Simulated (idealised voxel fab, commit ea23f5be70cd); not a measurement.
process module | voxel transistor to metal
cross-section cut | 200 nm wide | cells 5 nm
A cross-section is a grid of square cells, given in bands from the top down. A band is one or more rows of cells.
Each band's line starts with the height of the band's top and of its bottom, in nm. Then come its materials from left to right, each with its width in nm. One material with "throughout" fills the band from edge to edge. "air" is empty space.
Height 0 is the level under which the wafer as received is all one material. The lowest band goes on downwards, as in "0 down".
A width such as "30 to 40" changes by the same amount from each row of cells to the next, from the band's top row to its bottom row.
"no change" after a step means that no cell of the cross-section changed.
closed voids: empty space of 8 cells or more with no open way to the top, each as width x height at its distance from the left edge, in nm
after a step's settings: what the simulator itself notes on the step
overlay nm, on a step with a mask: how far to the right of its planned place the mask lay; to the left if negative
plan
1 op RECEIVE | material Si
2 op CONFORMAL_DEP | material SiO2 | thk nm 5
3 op CONFORMAL_DEP | material SiN | thk nm 15
4 op PATTERN | tone cover | mask id ACTIVE | material resist | width nm 100 | thk nm 15 | overlay nm 0
5 op DIRECTIONAL_ETCH | etch materials SiN | depth nm 15
6 op DIRECTIONAL_ETCH | etch materials SiO2 | depth nm 5
7 op DIRECTIONAL_ETCH | etch materials Si | depth nm 30
8 op STRIP | etch materials resist
9 op OXIDIZE | depth nm 5
10 op FILL_DEP | material SiO2 | thk nm 5
11 op CMP | height nm 20
12 op SELECTIVE_ETCH | etch materials SiO2 | depth nm 15
13 op STRIP | etch materials SiN
14 op SELECTIVE_ETCH | etch materials SiO2 | depth nm 5
15 op OXIDIZE | depth nm 5
16 op DIRECTIONAL_DEP | material polySi | thk nm 20
17 op DIRECTIONAL_DEP | material SiCN | thk nm 15
18 op PATTERN | tone cover | mask id GATE | material resist | width nm 20 | thk nm 20 | overlay nm 0
19 op DIRECTIONAL_ETCH | etch materials SiCN | depth nm 25
20 op DIRECTIONAL_ETCH | etch materials polySi | depth nm 30
21 op STRIP | etch materials resist
22 op CONFORMAL_DEP | material SiO2 | thk nm 5
23 op DIRECTIONAL_ETCH | etch materials SiO2 | depth nm 5
24 op CONFORMAL_DEP | material SiN | thk nm 5
25 op DIRECTIONAL_ETCH | etch materials SiN | depth nm 5
26 op DIRECTIONAL_ETCH | etch materials SiO2 | depth nm 5
27 op DIRECTIONAL_ETCH | etch materials Si | depth nm 10
28 op EPI | material pSi | thk nm 15
29 op FILL_DEP | material SiO2 | thk nm 5
30 op CMP | height nm 35
31 op DIRECTIONAL_DEP | material SiO2 | thk nm 10
32 op DIRECTIONAL_DEP | material aC | thk nm 15
33 op PATTERN | tone open | mask id CONTACT | material resist | width nm 30 | pitch nm 60 | thk nm 30 | overlay nm 0
34 op DIRECTIONAL_ETCH | etch materials aC | depth nm 15
35 op STRIP | etch materials resist
36 op DIRECTIONAL_ETCH | etch materials SiO2 | depth nm 45
37 op STRIP | etch materials aC
38 op CONFORMAL_DEP | material TiN | thk nm 5
39 op FILL_DEP | material Ru | thk nm 10
40 op CMP | height nm 45
41 op DIRECTIONAL_DEP | material TiN | thk nm 5
42 op DIRECTIONAL_DEP | material W | thk nm 15
43 op PATTERN | tone cover | mask id METAL_1 | material resist | width nm 20 | pitch nm 70 | thk nm 15 | overlay nm 0
44 op DIRECTIONAL_ETCH | etch materials W | depth nm 15
45 op DIRECTIONAL_ETCH | etch materials TiN | depth nm 5
46 op STRIP | etch materials resist
47 op FILL_DEP | material lowk | thk nm 5
48 op CMP | height nm 65
49 op CONFORMAL_DEP | material SiCN | thk nm 5
50 op DIRECTIONAL_DEP | material lowk | thk nm 30
51 op MASKED_ETCH | tone open | mask id METAL_2_HOLES | width nm 15 | pitch nm 70 | etch materials lowk | depth nm 30 | overlay nm 0
52 op MASKED_ETCH | tone open | mask id METAL_2 | width nm 20 | pitch nm 70 | etch materials lowk | depth nm 20 | overlay nm 0
53 op MASKED_ETCH | tone open | mask id METAL_2 | width nm 20 | pitch nm 70 | etch materials SiCN | depth nm 5 | overlay nm 0
54 op CONFORMAL_DEP | material TiN | thk nm 5
55 op FILL_DEP | material Ru | thk nm 5
56 op CMP | height nm 100
57 op CONFORMAL_DEP | material SiN | thk nm 5
first wafer, as planned
as received, after step 1
  0 down: Si throughout
  closed voids: none
after step 2
  5 to 0: SiO2 throughout
  below 0: unchanged
after step 3
  20 to 5: SiN throughout
  below 5: unchanged
after step 4
  35 to 20: air 50 | resist 100 | air 50
  below 20: unchanged
after step 5
  35 to 20: air 50 | resist 100 | air 50
  20 to 5: air 50 | SiN 100 | air 50
  below 5: unchanged
after step 6
  35 to 20: air 50 | resist 100 | air 50
  20 to 5: air 50 | SiN 100 | air 50
  5 to 0: air 50 | SiO2 100 | air 50
  below 0: unchanged
after step 7
  35 to 20: air 50 | resist 100 | air 50
  20 to 5: air 50 | SiN 100 | air 50
  5 to 0: air 50 | SiO2 100 | air 50
  0 to -30: air 50 | Si 100 | air 50
  below -30: unchanged
after step 8
  20 to 5: air 50 | SiN 100 | air 50
  below 5: unchanged
after step 9
  20 to 5: air 50 | SiN 100 | air 50
  5 to 0: air 50 | SiO2 100 | air 50
  0 to -30: air 50 | SiO2 5 | Si 90 | SiO2 5 | air 50
  -30 to -35: SiO2 55 | Si 90 | SiO2 55
  below -35: unchanged
after step 10
  25 to 20: SiO2 throughout
  20 to 5: SiO2 50 | SiN 100 | SiO2 50
  5 to 0: SiO2 throughout
  0 to -35: SiO2 55 | Si 90 | SiO2 55
  below -35: unchanged
after step 11
  20 to 5: SiO2 50 | SiN 100 | SiO2 50
  below 5: unchanged
after step 12
  20 to 5: air 50 | SiN 100 | air 50
  below 5: unchanged
after step 13
  5 to 0: SiO2 throughout
  below 0: unchanged
after step 14
  0 to -35: SiO2 55 | Si 90 | SiO2 55
  below -35: unchanged
after step 15
  0 to -5: SiO2 throughout
  below -5: unchanged
after step 16
  20 to 0: polySi throughout
  below 0: unchanged
after step 17
  35 to 20: SiCN throughout
  below 20: unchanged
after step 18
  55 to 35: air 90 | resist 20 | air 90
  below 35: unchanged
after step 19
  55 to 35: air 90 | resist 20 | air 90
  35 to 20: air 90 | SiCN 20 | air 90
  below 20: unchanged
after step 20
  55 to 35: air 90 | resist 20 | air 90
  35 to 20: air 90 | SiCN 20 | air 90
  20 to 0: air 90 | polySi 20 | air 90
  below 0: unchanged
after step 21
  35 to 20: air 90 | SiCN 20 | air 90
  below 20: unchanged
after step 22
  40 to 35: air 85 | SiO2 30 | air 85
  35 to 20: air 85 | SiO2 5 | SiCN 20 | SiO2 5 | air 85
  20 to 5: air 85 | SiO2 5 | polySi 20 | SiO2 5 | air 85
  5 to 0: SiO2 90 | polySi 20 | SiO2 90
  below 0: unchanged
after step 23
  35 to 20: air 85 | SiO2 5 | SiCN 20 | SiO2 5 | air 85
  20 to 0: air 85 | SiO2 5 | polySi 20 | SiO2 5 | air 85
  below 0: unchanged
after step 24
  40 to 35: air 80 | SiN 40 | air 80
  35 to 20: air 80 | SiN 5 | SiO2 5 | SiCN 20 | SiO2 5 | SiN 5 | air 80
  20 to 5: air 80 | SiN 5 | SiO2 5 | polySi 20 | SiO2 5 | SiN 5 | air 80
  5 to 0: SiN 85 | SiO2 5 | polySi 20 | SiO2 5 | SiN 85
  below 0: unchanged
after step 25
  35 to 20: air 80 | SiN 5 | SiO2 5 | SiCN 20 | SiO2 5 | SiN 5 | air 80
  20 to 0: air 80 | SiN 5 | SiO2 5 | polySi 20 | SiO2 5 | SiN 5 | air 80
  below 0: unchanged
after step 26
  35 to 30: air 80 | SiN 5 | air 5 | SiCN 20 | air 5 | SiN 5 | air 80
  30 to 20: air 80 | SiN 5 | SiO2 5 | SiCN 20 | SiO2 5 | SiN 5 | air 80
  20 to 0: air 80 | SiN 5 | SiO2 5 | polySi 20 | SiO2 5 | SiN 5 | air 80
  0 to -5: air 80 | SiO2 40 | air 80
  below -5: unchanged
after step 27
  35 to 30: air 80 | SiN 5 | air 5 | SiCN 20 | air 5 | SiN 5 | air 80
  30 to 20: air 80 | SiN 5 | SiO2 5 | SiCN 20 | SiO2 5 | SiN 5 | air 80
  20 to 0: air 80 | SiN 5 | SiO2 5 | polySi 20 | SiO2 5 | SiN 5 | air 80
  0 to -5: air 80 | SiO2 40 | air 80
  -5 to -15: SiO2 55 | air 25 | Si 40 | air 25 | SiO2 55
  below -15: unchanged
after step 28
  35 to 30: air 80 | SiN 5 | air 5 | SiCN 20 | air 5 | SiN 5 | air 80
  30 to 20: air 80 | SiN 5 | SiO2 5 | SiCN 20 | SiO2 5 | SiN 5 | air 80
  20 to 10: air 80 | SiN 5 | SiO2 5 | polySi 20 | SiO2 5 | SiN 5 | air 80
  10 to 0: air 65 | pSi 15 | SiN 5 | SiO2 5 | polySi 20 | SiO2 5 | SiN 5 | pSi 15 | air 65
  0 to -5: air 50 | pSi 30 | SiO2 40 | pSi 30 | air 50
  -5 to -15: SiO2 55 | pSi 25 | Si 40 | pSi 25 | SiO2 55
  below -15: unchanged
after step 29
  40 to 35: SiO2 throughout
  35 to 20: SiO2 80 | SiN 5 | SiO2 5 | SiCN 20 | SiO2 5 | SiN 5 | SiO2 80
  20 to 10: SiO2 80 | SiN 5 | SiO2 5 | polySi 20 | SiO2 5 | SiN 5 | SiO2 80
  10 to 0: SiO2 65 | pSi 15 | SiN 5 | SiO2 5 | polySi 20 | SiO2 5 | SiN 5 | pSi 15 | SiO2 65
  0 to -5: SiO2 50 | pSi 30 | SiO2 40 | pSi 30 | SiO2 50
  below -5: unchanged
after step 30
  35 to 20: SiO2 80 | SiN 5 | SiO2 5 | SiCN 20 | SiO2 5 | SiN 5 | SiO2 80
  below 20: unchanged
after step 31
  45 to 35: SiO2 throughout
  below 35: unchanged
after step 32
  60 to 45: aC throughout
  below 45: unchanged
after step 33
  90 to 60: resist 55 | air 30 | resist 30 | air 30 | resist 55
  below 60: unchanged
after step 34
  75 to 60: resist 55 | air 30 | resist 30 | air 30 | resist 55
  60 to 45: aC 55 | air 30 | aC 30 | air 30 | aC 55
  below 45: unchanged
after step 35
  60 to 45: aC 55 | air 30 | aC 30 | air 30 | aC 55
  below 45: unchanged
after step 36
  60 to 45: aC 55 | air 30 | aC 30 | air 30 | aC 55
  45 to 35: SiO2 55 | air 30 | SiO2 30 | air 30 | SiO2 55
  35 to 20: SiO2 55 | air 25 | SiN 5 | SiO2 5 | SiCN 20 | SiO2 5 | SiN 5 | air 25 | SiO2 55
  20 to 10: SiO2 55 | air 25 | SiN 5 | SiO2 5 | polySi 20 | SiO2 5 | SiN 5 | air 25 | SiO2 55
  10 to 0: SiO2 55 | air 10 | pSi 15 | SiN 5 | SiO2 5 | polySi 20 | SiO2 5 | SiN 5 | pSi 15 | air 10 | SiO2 55
  below 0: unchanged
after step 37
  45 to 35: SiO2 55 | air 30 | SiO2 30 | air 30 | SiO2 55
  below 35: unchanged
after step 38
  50 to 45: TiN 60 | air 20 | TiN 40 | air 20 | TiN 60
  45 to 35: SiO2 55 | TiN 5 | air 20 to 15 | TiN 5 to 10 | SiO2 30 | TiN 5 to 10 | air 20 to 15 | TiN 5 | SiO2 55
  35 to 20: SiO2 55 | TiN 5 | air 15 | TiN 5 | SiN 5 | SiO2 5 | SiCN 20 | SiO2 5 | SiN 5 | TiN 5 | air 15 | TiN 5 | SiO2 55
  20 to 15: SiO2 55 | TiN 5 | air 15 | TiN 5 | SiN 5 | SiO2 5 | polySi 20 | SiO2 5 | SiN 5 | TiN 5 | air 15 | TiN 5 | SiO2 55
  15 to 10: SiO2 55 | TiN 25 | SiN 5 | SiO2 5 | polySi 20 | SiO2 5 | SiN 5 | TiN 25 | SiO2 55
  10 to 0: SiO2 55 | TiN 10 | pSi 15 | SiN 5 | SiO2 5 | polySi 20 | SiO2 5 | SiN 5 | pSi 15 | TiN 10 | SiO2 55
  below 0: unchanged
after step 39
  60 to 50: Ru throughout
  50 to 45: TiN 60 | Ru 20 | TiN 40 | Ru 20 | TiN 60
  45 to 35: SiO2 55 | TiN 5 | Ru 20 to 15 | TiN 5 to 10 | SiO2 30 | TiN 5 to 10 | Ru 20 to 15 | TiN 5 | SiO2 55
  35 to 20: SiO2 55 | TiN 5 | Ru 15 | TiN 5 | SiN 5 | SiO2 5 | SiCN 20 | SiO2 5 | SiN 5 | TiN 5 | Ru 15 | TiN 5 | SiO2 55
  20 to 15: SiO2 55 | TiN 5 | Ru 15 | TiN 5 | SiN 5 | SiO2 5 | polySi 20 | SiO2 5 | SiN 5 | TiN 5 | Ru 15 | TiN 5 | SiO2 55
  below 15: unchanged
after step 40
  45 to 35: SiO2 55 | TiN 5 | Ru 20 to 15 | TiN 5 to 10 | SiO2 30 | TiN 5 to 10 | Ru 20 to 15 | TiN 5 | SiO2 55
  below 35: unchanged
after step 41
  50 to 45: TiN throughout
  below 45: unchanged
after step 42
  65 to 50: W throughout
  below 50: unchanged
after step 43
  80 to 65: air 55 | resist 20 | air 50 | resist 20 | air 55
  below 65: unchanged
after step 44
  80 to 65: air 55 | resist 20 | air 50 | resist 20 | air 55
  65 to 50: air 55 | W 20 | air 50 | W 20 | air 55
  below 50: unchanged
after step 45
  80 to 65: air 55 | resist 20 | air 50 | resist 20 | air 55
  65 to 50: air 55 | W 20 | air 50 | W 20 | air 55
  50 to 45: air 55 | TiN 20 | air 50 | TiN 20 | air 55
  below 45: unchanged
after step 46
  65 to 50: air 55 | W 20 | air 50 | W 20 | air 55
  below 50: unchanged
after step 47
  70 to 65: lowk throughout
  65 to 50: lowk 55 | W 20 | lowk 50 | W 20 | lowk 55
  50 to 45: lowk 55 | TiN 20 | lowk 50 | TiN 20 | lowk 55
  below 45: unchanged
after step 48
  65 to 50: lowk 55 | W 20 | lowk 50 | W 20 | lowk 55
  below 50: unchanged
after step 49
  70 to 65: SiCN throughout
  below 65: unchanged
after step 50
  100 to 70: lowk throughout
  below 70: unchanged
after step 51
  100 to 70: lowk 55 | air 15 | lowk 55 | air 15 | lowk 60
  below 70: unchanged
after step 52
  100 to 80: lowk 55 | air 20 | lowk 50 | air 20 | lowk 55
  below 80: unchanged
after step 53
  100 to 80: lowk 55 | air 20 | lowk 50 | air 20 | lowk 55
  80 to 70: lowk 55 | air 15 | lowk 55 | air 15 | lowk 60
  70 to 65: SiCN 55 | air 15 | SiCN 55 | air 15 | SiCN 60
  below 65: unchanged
after step 54
  105 to 100: TiN 60 | air 10 | TiN 60 | air 10 | TiN 60
  100 to 85: lowk 55 | TiN 5 | air 10 | TiN 5 | lowk 50 | TiN 5 | air 10 | TiN 5 | lowk 55
  85 to 80: lowk 55 | TiN 5 | air 5 | TiN 10 | lowk 50 | TiN 5 | air 5 | TiN 10 | lowk 55
  80 to 70: lowk 55 | TiN 5 | air 5 | TiN 5 | lowk 55 | TiN 5 | air 5 | TiN 5 | lowk 60
  70 to 65: SiCN 55 | TiN 15 | SiCN 55 | TiN 15 | SiCN 60
  below 65: unchanged
after step 55
  110 to 105: Ru throughout
  105 to 100: TiN 60 | Ru 10 | TiN 60 | Ru 10 | TiN 60
  100 to 85: lowk 55 | TiN 5 | Ru 10 | TiN 5 | lowk 50 | TiN 5 | Ru 10 | TiN 5 | lowk 55
  85 to 80: lowk 55 | TiN 5 | Ru 5 | TiN 10 | lowk 50 | TiN 5 | Ru 5 | TiN 10 | lowk 55
  80 to 70: lowk 55 | TiN 5 | Ru 5 | TiN 5 | lowk 55 | TiN 5 | Ru 5 | TiN 5 | lowk 60
  below 70: unchanged
after step 56
  100 to 85: lowk 55 | TiN 5 | Ru 10 | TiN 5 | lowk 50 | TiN 5 | Ru 10 | TiN 5 | lowk 55
  below 85: unchanged
after step 57
  105 to 100: SiN throughout
  below 100: unchanged
second wafer: like start, like plan, one mistake. Through step 23 it matches the first wafer
when step 24 should have ended: no change
when step 25 should have ended: no change
when step 26 should have ended
  35 to 30: air 90 | SiCN 20 | air 90
  30 to 20: air 85 | SiO2 5 | SiCN 20 | SiO2 5 | air 85
  20 to 0: air 85 | SiO2 5 | polySi 20 | SiO2 5 | air 85
  0 to -5: air 85 | SiO2 30 | air 85
  below -5: unchanged
when step 27 should have ended
  35 to 30: air 90 | SiCN 20 | air 90
  30 to 20: air 85 | SiO2 5 | SiCN 20 | SiO2 5 | air 85
  20 to 0: air 85 | SiO2 5 | polySi 20 | SiO2 5 | air 85
  0 to -5: air 85 | SiO2 30 | air 85
  -5 to -15: SiO2 55 | air 30 | Si 30 | air 30 | SiO2 55
  below -15: unchanged
when step 28 should have ended
  35 to 30: air 90 | SiCN 20 | air 90
  30 to 20: air 85 | SiO2 5 | SiCN 20 | SiO2 5 | air 85
  20 to 10: air 85 | SiO2 5 | polySi 20 | SiO2 5 | air 85
  10 to 0: air 70 | pSi 15 | SiO2 5 | polySi 20 | SiO2 5 | pSi 15 | air 70
  0 to -5: air 50 | pSi 35 | SiO2 30 | pSi 35 | air 50
  -5 to -15: SiO2 55 | pSi 30 | Si 30 | pSi 30 | SiO2 55
  below -15: unchanged
when step 29 should have ended
  40 to 35: SiO2 throughout
  35 to 20: SiO2 90 | SiCN 20 | SiO2 90
  20 to 10: SiO2 90 | polySi 20 | SiO2 90
  10 to 0: SiO2 70 | pSi 15 | SiO2 5 | polySi 20 | SiO2 5 | pSi 15 | SiO2 70
  0 to -5: SiO2 50 | pSi 35 | SiO2 30 | pSi 35 | SiO2 50
  below -5: unchanged
when step 30 should have ended
  35 to 20: SiO2 90 | SiCN 20 | SiO2 90
  below 20: unchanged
when step 31 should have ended
  45 to 35: SiO2 throughout
  below 35: unchanged
when step 32 should have ended
  60 to 45: aC throughout
  below 45: unchanged
when step 33 should have ended
  90 to 60: resist 55 | air 30 | resist 30 | air 30 | resist 55
  below 60: unchanged
when step 34 should have ended
  75 to 60: resist 55 | air 30 | resist 30 | air 30 | resist 55
  60 to 45: aC 55 | air 30 | aC 30 | air 30 | aC 55
  below 45: unchanged
when step 35 should have ended
  60 to 45: aC 55 | air 30 | aC 30 | air 30 | aC 55
  below 45: unchanged
when step 36 should have ended
  60 to 45: aC 55 | air 30 | aC 30 | air 30 | aC 55
  45 to 35: SiO2 55 | air 30 | SiO2 30 | air 30 | SiO2 55
  35 to 20: SiO2 55 | air 30 | SiO2 5 | SiCN 20 | SiO2 5 | air 30 | SiO2 55
  20 to 10: SiO2 55 | air 30 | SiO2 5 | polySi 20 | SiO2 5 | air 30 | SiO2 55
  10 to 0: SiO2 55 | air 15 | pSi 15 | SiO2 5 | polySi 20 | SiO2 5 | pSi 15 | air 15 | SiO2 55
  below 0: unchanged
when step 37 should have ended
  45 to 35: SiO2 55 | air 30 | SiO2 30 | air 30 | SiO2 55
  below 35: unchanged
when step 38 should have ended
  50 to 45: TiN 60 | air 20 | TiN 40 | air 20 | TiN 60
  45 to 35: SiO2 55 | TiN 5 | air 20 | TiN 5 | SiO2 30 | TiN 5 | air 20 | TiN 5 | SiO2 55
  35 to 20: SiO2 55 | TiN 5 | air 20 | TiN 5 | SiO2 5 | SiCN 20 | SiO2 5 | TiN 5 | air 20 | TiN 5 | SiO2 55
  20 to 10: SiO2 55 | TiN 5 | air 20 to 5 | TiN 5 to 20 | SiO2 5 | polySi 20 | SiO2 5 | TiN 5 to 20 | air 20 to 5 | TiN 5 | SiO2 55
  10 to 5: SiO2 55 | TiN 5 | air 5 | TiN 5 | pSi 15 | SiO2 5 | polySi 20 | SiO2 5 | pSi 15 | TiN 5 | air 5 | TiN 5 | SiO2 55
  5 to 0: SiO2 55 | TiN 15 | pSi 15 | SiO2 5 | polySi 20 | SiO2 5 | pSi 15 | TiN 15 | SiO2 55
  below 0: unchanged
when step 39 should have ended
  60 to 50: Ru throughout
  50 to 45: TiN 60 | Ru 20 | TiN 40 | Ru 20 | TiN 60
  45 to 35: SiO2 55 | TiN 5 | Ru 20 | TiN 5 | SiO2 30 | TiN 5 | Ru 20 | TiN 5 | SiO2 55
  35 to 20: SiO2 55 | TiN 5 | Ru 20 | TiN 5 | SiO2 5 | SiCN 20 | SiO2 5 | TiN 5 | Ru 20 | TiN 5 | SiO2 55
  20 to 10: SiO2 55 | TiN 5 | Ru 20 to 5 | TiN 5 to 20 | SiO2 5 | polySi 20 | SiO2 5 | TiN 5 to 20 | Ru 20 to 5 | TiN 5 | SiO2 55
  10 to 5: SiO2 55 | TiN 5 | Ru 5 | TiN 5 | pSi 15 | SiO2 5 | polySi 20 | SiO2 5 | pSi 15 | TiN 5 | Ru 5 | TiN 5 | SiO2 55
  below 5: unchanged
when step 40 should have ended
  45 to 35: SiO2 55 | TiN 5 | Ru 20 | TiN 5 | SiO2 30 | TiN 5 | Ru 20 | TiN 5 | SiO2 55
  below 35: unchanged
when step 41 should have ended
  50 to 45: TiN throughout
  below 45: unchanged
when step 42 should have ended
  65 to 50: W throughout
  below 50: unchanged
when step 43 should have ended
  80 to 65: air 55 | resist 20 | air 50 | resist 20 | air 55
  below 65: unchanged
when step 44 should have ended
  80 to 65: air 55 | resist 20 | air 50 | resist 20 | air 55
  65 to 50: air 55 | W 20 | air 50 | W 20 | air 55
  below 50: unchanged
when step 45 should have ended
  80 to 65: air 55 | resist 20 | air 50 | resist 20 | air 55
  65 to 50: air 55 | W 20 | air 50 | W 20 | air 55
  50 to 45: air 55 | TiN 20 | air 50 | TiN 20 | air 55
  below 45: unchanged
when step 46 should have ended
  65 to 50: air 55 | W 20 | air 50 | W 20 | air 55
  below 50: unchanged
when step 47 should have ended
  70 to 65: lowk throughout
  65 to 50: lowk 55 | W 20 | lowk 50 | W 20 | lowk 55
  50 to 45: lowk 55 | TiN 20 | lowk 50 | TiN 20 | lowk 55
  below 45: unchanged
when step 48 should have ended
  65 to 50: lowk 55 | W 20 | lowk 50 | W 20 | lowk 55
  below 50: unchanged
when step 49 should have ended
  70 to 65: SiCN throughout
  below 65: unchanged
when step 50 should have ended
  100 to 70: lowk throughout
  below 70: unchanged
when step 51 should have ended
  100 to 70: lowk 55 | air 15 | lowk 55 | air 15 | lowk 60
  below 70: unchanged
when step 52 should have ended
  100 to 80: lowk 55 | air 20 | lowk 50 | air 20 | lowk 55
  below 80: unchanged
when step 53 should have ended
  100 to 80: lowk 55 | air 20 | lowk 50 | air 20 | lowk 55
  80 to 70: lowk 55 | air 15 | lowk 55 | air 15 | lowk 60
  70 to 65: SiCN 55 | air 15 | SiCN 55 | air 15 | SiCN 60
  below 65: unchanged
when step 54 should have ended
  105 to 100: TiN 60 | air 10 | TiN 60 | air 10 | TiN 60
  100 to 85: lowk 55 | TiN 5 | air 10 | TiN 5 | lowk 50 | TiN 5 | air 10 | TiN 5 | lowk 55
  85 to 80: lowk 55 | TiN 5 | air 5 | TiN 10 | lowk 50 | TiN 5 | air 5 | TiN 10 | lowk 55
  80 to 70: lowk 55 | TiN 5 | air 5 | TiN 5 | lowk 55 | TiN 5 | air 5 | TiN 5 | lowk 60
  70 to 65: SiCN 55 | TiN 15 | SiCN 55 | TiN 15 | SiCN 60
  below 65: unchanged
when step 55 should have ended
  110 to 105: Ru throughout
  105 to 100: TiN 60 | Ru 10 | TiN 60 | Ru 10 | TiN 60
  100 to 85: lowk 55 | TiN 5 | Ru 10 | TiN 5 | lowk 50 | TiN 5 | Ru 10 | TiN 5 | lowk 55
  85 to 80: lowk 55 | TiN 5 | Ru 5 | TiN 10 | lowk 50 | TiN 5 | Ru 5 | TiN 10 | lowk 55
  80 to 70: lowk 55 | TiN 5 | Ru 5 | TiN 5 | lowk 55 | TiN 5 | Ru 5 | TiN 5 | lowk 60
  below 70: unchanged
when step 56 should have ended
  100 to 85: lowk 55 | TiN 5 | Ru 10 | TiN 5 | lowk 50 | TiN 5 | Ru 10 | TiN 5 | lowk 55
  below 85: unchanged
when step 57 should have ended
  105 to 100: SiN throughout
  below 100: unchanged
what went wrong: step 24 was left out
at the end the second wafer has, in cells: 14 more of Ru | 4 fewer of Si | 14 fewer of SiN | 2 fewer of SiO2 | 6 more of pSi
